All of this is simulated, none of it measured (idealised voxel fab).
Documented hereafter: the process module known as voxel wiring stack.
In the cross-section labelled cut, the width is 230 nm and each square cell is 5 nm.
Each cross-section below is a grid of square cells, stated as bands in top-down order, with one or more rows of cells making up each band.
Each band's line starts with the height of the band's top and of its bottom, in nm. Then come its materials from left to right, each with its width in nm. One material with "everywhere" fills the band from edge to edge. "blank" is empty space.
Zero point of the height axis is 0; under it, received wafer = one material. Lowest band: continues down indefinitely, "from 0 down".
Width spec "30->40" -> top row of cells at first value, bottom row at second value, equal per-row change in between.
"remained unchanged" means the step left every cell of the cross-section as it was.
In the "closed voids" entry, you get each enclosed empty space of 8 cells or more, one with no open way to the top, written width x height at distance, distance from the left edge, in nm.
It should be noted that, on the line of a given step, the content following the step's settings is a remark produced by the simulator itself with respect to that step.
overlay nm: how far to the right of its planned place the mask lay on this masked step (negative: to the left).
INTENDED PROCESS STEPS
1 RECEIVE [material Si]
2 CONFORMAL_DEP [material SiO2] [thk nm 10]
3 DIRECTIONAL_DEP [material TiN] [thk nm 5]
4 DIRECTIONAL_DEP [material W] [thk nm 20]
5 DIRECTIONAL_DEP [material aC] [thk nm 10]
6 PATTERN [tone cover] [mask id METAL_1] [material resist] [width nm 25] [pitch nm 55] [thk nm 30] [overlay nm 0]
7 DIRECTIONAL_ETCH [etch materials aC] [depth nm 10]
8 STRIP [etch materials resist]
9 DIRECTIONAL_ETCH [etch materials W] [depth nm 20]
10 DIRECTIONAL_ETCH [etch materials TiN] [depth nm 5]
11 STRIP [etch materials aC]
12 CONFORMAL_DEP [material SiN] [thk nm 5]
13 FILL_DEP [material lowk] [thk nm 5]
14 CMP [height nm 35]
15 CONFORMAL_DEP [material SiCN] [thk nm 5]
16 DIRECTIONAL_DEP [material lowk] [thk nm 30]
17 DIRECTIONAL_DEP [material aC] [thk nm 15]
18 PATTERN [tone open] [mask id METAL_2_HOLES] [material resist] [width nm 15] [pitch nm 110] [thk nm 35] [overlay nm 0]
19 DIRECTIONAL_ETCH [etch materials aC] [depth nm 15]
20 STRIP [etch materials resist]
21 DIRECTIONAL_ETCH [etch materials lowk] [depth nm 30]
22 STRIP [etch materials aC]
23 DIRECTIONAL_DEP [material aC] [thk nm 10]
24 PATTERN [tone open] [mask id METAL_2] [material resist] [width nm 25] [pitch nm 55] [thk nm 25] [overlay nm 0]
25 DIRECTIONAL_ETCH [etch materials aC] [depth nm 10]
26 STRIP [etch materials resist]
27 DIRECTIONAL_ETCH [etch materials lowk] [depth nm 20]
28 DIRECTIONAL_ETCH [etch materials SiCN] [depth nm 5]
29 STRIP [etch materials aC]
30 CONFORMAL_DEP [material TiN] [thk nm 5]
31 FILL_DEP [material Cu] [thk nm 10]
32 CMP [height nm 70]
33 CONFORMAL_DEP [material SiCN] [thk nm 5]
34 DIRECTIONAL_DEP [material SiO2] [thk nm 30]
35 MASKED_ETCH [tone open] [mask id METAL_3_HOLES] [width nm 15] [pitch nm 110] [etch materials SiO2] [depth nm 30] [overlay nm 0]
36 PATTERN [tone open] [mask id METAL_3] [material resist] [width nm 25] [pitch nm 55] [thk nm 15] [overlay nm 0]
37 DIRECTIONAL_ETCH [etch materials SiO2] [depth nm 15]
38 DIRECTIONAL_ETCH [etch materials SiCN] [depth nm 5]
39 STRIP [etch materials resist]
40 CONFORMAL_DEP [material TiN] [thk nm 5]
41 FILL_DEP [material Cu] [thk nm 10]
42 CMP [height nm 105]
43 CONFORMAL_DEP [material SiCN] [thk nm 5]
44 DIRECTIONAL_DEP [material SiO2] [thk nm 15]
45 PATTERN [tone open] [mask id PLUG_3] [material resist] [width nm 15] [pitch nm 55] [thk nm 15] [overlay nm 0]
46 DIRECTIONAL_ETCH [etch materials SiO2] [depth nm 15]
47 DIRECTIONAL_ETCH [etch materials SiCN] [depth nm 5]
48 STRIP [etch materials resist]
49 EPI [material Ru] [thk nm 10]
50 EPI [material Ru] [thk nm 10]
51 DIRECTIONAL_DEP [material TiN] [thk nm 5]
52 DIRECTIONAL_DEP [material Ru] [thk nm 20]
53 DIRECTIONAL_DEP [material aC] [thk nm 15]
54 PATTERN [tone cover] [mask id METAL_4] [material resist] [width nm 25] [pitch nm 55] [thk nm 35] [overlay nm 0]
55 DIRECTIONAL_ETCH [etch materials aC] [depth nm 15]
56 STRIP [etch materials resist]
57 DIRECTIONAL_ETCH [etch materials Ru] [depth nm 20]
58 DIRECTIONAL_ETCH [etch materials TiN] [depth nm 5]
59 STRIP [etch materials aC]
60 CONFORMAL_DEP [material SiCN] [thk nm 5]
61 FILL_DEP [material lowk] [thk nm 5]
62 CMP [height nm 150]
63 CONFORMAL_DEP [material SiCN] [thk nm 5]
INCOMING WAFER, CROSS-SECTIONAL VIEW, POST STEP 1
- from 0 down: Si everywhere
- closed voids: none
FIRST OF TWO WAFERS: CROSS-SECTION AT END OF MODULE, RUN PER PLAN
- from 155 to 150: SiCN everywhere
- from 150 to 130: lowk=15, then SiCN=5, then Ru=25, then SiCN=5, then lowk=20, then SiCN=5, then Ru=25, then SiCN=5, then lowk=20, then SiCN=5, then Ru=25, then SiCN=5, then lowk=20, then SiCN=5, then Ru=25, then SiCN=5, then lowk=15
- from 130 to 125: SiCN=20, then TiN=25, then SiCN=30, then TiN=25, then SiCN=30, then TiN=25, then SiCN=30, then TiN=25, then SiCN=20
- from 125 to 110: SiO2=20, then Ru=15, then SiO2=40, then Ru=15, then SiO2=40, then Ru=15, then SiO2=40, then Ru=15, then SiO2=30
- from 110 to 105: SiCN=20, then Ru=15, then SiCN=40, then Ru=15, then SiCN=40, then Ru=15, then SiCN=40, then Ru=15, then SiCN=30
- from 105 to 95: SiO2=20, then TiN=5, then Cu=15, then TiN=5, then SiO2=30, then TiN=5, then Cu=15, then TiN=5, then SiO2=30, then TiN=5, then Cu=15, then TiN=5, then SiO2=30, then TiN=5, then Cu=15, then TiN=5, then SiO2=20
- from 95 to 90: SiO2=20, then TiN=5, then Cu=5, then TiN=15, then SiO2=30, then TiN=25, then SiO2=30, then TiN=5, then Cu=5, then TiN=15, then SiO2=30, then TiN=25, then SiO2=20
- from 90 to 75: SiO2=20, then TiN=5, then Cu=5, then TiN=5, then SiO2=95, then TiN=5, then Cu=5, then TiN=5, then SiO2=85
- from 75 to 70: SiCN=20, then TiN=15, then SiCN=95, then TiN=15, then SiCN=85
- from 70 to 55: lowk=20, then TiN=5, then Cu=15, then TiN=5, then lowk=30, then TiN=5, then Cu=15, then TiN=5, then lowk=30, then TiN=5, then Cu=15, then TiN=5, then lowk=30, then TiN=5, then Cu=15, then TiN=5, then lowk=20
- from 55 to 50: lowk=20, then TiN=5, then Cu=5, then TiN=15, then lowk=30, then TiN=25, then lowk=30, then TiN=5, then Cu=5, then TiN=15, then lowk=30, then TiN=25, then lowk=20
- from 50 to 40: lowk=20, then TiN=5, then Cu=5, then TiN=5, then lowk=95, then TiN=5, then Cu=5, then TiN=5, then lowk=85
- from 40 to 35: SiCN=20, then TiN=15, then SiCN=95, then TiN=15, then SiCN=85
- from 35 to 15: lowk=15, then SiN=5, then W=25, then SiN=5, then lowk=20, then SiN=5, then W=25, then SiN=5, then lowk=20, then SiN=5, then W=25, then SiN=5, then lowk=20, then SiN=5, then W=25, then SiN=5, then lowk=15
- from 15 to 10: SiN=20, then TiN=25, then SiN=30, then TiN=25, then SiN=30, then TiN=25, then SiN=30, then TiN=25, then SiN=20
- from 10 to 0: SiO2 everywhere
- from 0 down: Si everywhere
- closed voids: none
WAFER TWO (OF TWO), END-OF-MODULE CROSS-SECTION: START = WAFER ONE, PLAN = WAFER ONE, ONE RUN MISTAKE
- from 155 to 150: SiCN everywhere
- from 150 to 130: lowk=15, then SiCN=5, then Ru=25, then SiCN=5, then lowk=20, then SiCN=5, then Ru=25, then SiCN=5, then lowk=20, then SiCN=5, then Ru=25, then SiCN=5, then lowk=20, then SiCN=5, then Ru=25, then SiCN=5, then lowk=15
- from 130 to 125: SiCN=20, then TiN=25, then SiCN=30, then TiN=25, then SiCN=30, then TiN=25, then SiCN=30, then TiN=25, then SiCN=20
- from 125 to 110: SiO2=20, then Ru=15, then SiO2=40, then Ru=15, then SiO2=40, then Ru=15, then SiO2=40, then Ru=15, then SiO2=30
- from 110 to 105: SiCN=20, then Ru=15, then SiCN=40, then Ru=15, then SiCN=40, then Ru=15, then SiCN=40, then Ru=15, then SiCN=30
- from 105 to 95: SiO2=20, then TiN=5, then Ru=15, then TiN=5, then SiO2=30, then TiN=5, then Ru=15, then TiN=5, then SiO2=30, then TiN=5, then Ru=15, then TiN=5, then SiO2=30, then TiN=5, then Ru=15, then TiN=5, then SiO2=20
- from 95 to 90: SiO2=20, then TiN=5, then Ru=5, then TiN=15, then SiO2=30, then TiN=25, then SiO2=30, then TiN=5, then Ru=5, then TiN=15, then SiO2=30, then TiN=25, then SiO2=20
- from 90 to 75: SiO2=20, then TiN=5, then Ru=5, then TiN=5, then SiO2=95, then TiN=5, then Ru=5, then TiN=5, then SiO2=85
- from 75 to 70: SiCN=20, then TiN=15, then SiCN=95, then TiN=15, then SiCN=85
- from 70 to 55: lowk=20, then TiN=5, then Cu=15, then TiN=5, then lowk=30, then TiN=5, then Cu=15, then TiN=5, then lowk=30, then TiN=5, then Cu=15, then TiN=5, then lowk=30, then TiN=5, then Cu=15, then TiN=5, then lowk=20
- from 55 to 50: lowk=20, then TiN=5, then Cu=5, then TiN=15, then lowk=30, then TiN=25, then lowk=30, then TiN=5, then Cu=5, then TiN=15, then lowk=30, then TiN=25, then lowk=20
- from 50 to 40: lowk=20, then TiN=5, then Cu=5, then TiN=5, then lowk=95, then TiN=5, then Cu=5, then TiN=5, then lowk=85
- from 40 to 35: SiCN=20, then TiN=15, then SiCN=95, then TiN=15, then SiCN=85
- from 35 to 15: lowk=15, then SiN=5, then W=25, then SiN=5, then lowk=20, then SiN=5, then W=25, then SiN=5, then lowk=20, then SiN=5, then W=25, then SiN=5, then lowk=20, then SiN=5, then W=25, then SiN=5, then lowk=15
- from 15 to 10: SiN=20, then TiN=25, then SiN=30, then TiN=25, then SiN=30, then TiN=25, then SiN=30, then TiN=25, then SiN=20
- from 10 to 0: SiO2 everywhere
- from 0 down: Si everywhere
- closed voids: none
Where did the run depart from the plan? rather than as planned, step 41 actually ran as FILL_DEP [material Ru] [thk nm 10]
FYI, end of process, the second wafer has more or fewer cells of some materials than the first: Cu -32 | Ru +32
